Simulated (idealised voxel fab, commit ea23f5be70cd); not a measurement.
process module | voxel self aligned vias
cross-section cut | 250 nm wide | cells 5 nm
A cross-section is a grid of square cells, given in bands from the top down. A band is one or more rows of cells.
Each band's line starts with the height of the band's top and of its bottom, in nm. Then come its materials from left to right, each with its width in nm. One material with "throughout" fills the band from edge to edge. "air" is empty space.
Height 0 is the level under which the wafer as received is all one material. The lowest band goes on downwards, as in "0 down".
A width such as "30 to 40" changes by the same amount from each row of cells to the next, from the band's top row to its bottom row.
"no change" after a step means that no cell of the cross-section changed.
closed voids: empty space of 8 cells or more with no open way to the top, each as width x height at its distance from the left edge, in nm
after a step's settings: what the simulator itself notes on the step
overlay nm, on a step with a mask: how far to the right of its planned place the mask lay; to the left if negative
plan
1 op RECEIVE | material Si
2 op CONFORMAL_DEP | material SiO2 | thk nm 10
3 op CONFORMAL_DEP | material SiCN | thk nm 5
4 op DIRECTIONAL_DEP | material SiO2 | thk nm 20
5 op PATTERN | tone open | mask id LINES | material resist | width nm 30 | pitch nm 55 | thk nm 15 | overlay nm 0
6 op DIRECTIONAL_ETCH | etch materials SiO2 | depth nm 20
7 op STRIP | etch materials resist
8 op CONFORMAL_DEP | material TiN | thk nm 5
9 op FILL_DEP | material Ru | thk nm 5
10 op CMP | height nm 35
11 op SELECTIVE_ETCH | etch materials W Ru TiN | depth nm 5
12 op FILL_DEP | material SiN | thk nm 10
13 op CMP | height nm 35
14 op DIRECTIONAL_DEP | material SiO2 | thk nm 20
15 op MASKED_ETCH | tone open | mask id VIAS | width nm 40 | pitch nm 55 | etch materials SiO2 | depth nm 20 | overlay nm 0
16 op MASKED_ETCH | tone open | mask id VIAS | width nm 40 | pitch nm 55 | etch materials SiN | depth nm 5 | overlay nm 0
17 op CONFORMAL_DEP | material TiN | thk nm 5
18 op FILL_DEP | material Ru | thk nm 10
19 op CMP | height nm 55
20 op CONFORMAL_DEP | material SiCN | thk nm 5
as received, after step 1
  0 down: Si throughout
  closed voids: none
a wafer at the end: this start, this plan, one mistake
  60 to 55: SiCN throughout
  55 to 40: SiO2 50 | TiN 5 | Ru 30 | TiN 5 | SiO2 15 | TiN 5 | Ru 30 | TiN 5 | SiO2 15 | TiN 5 | Ru 30 | TiN 5 | SiO2 50
  40 to 35: SiO2 50 | TiN 40 | SiO2 15 | TiN 40 | SiO2 15 | TiN 40 | SiO2 50
  35 to 30: SiCN throughout
  30 to 0: SiO2 throughout
  0 down: Si throughout
  closed voids: none
what went wrong: steps 3 and 4 were swapped
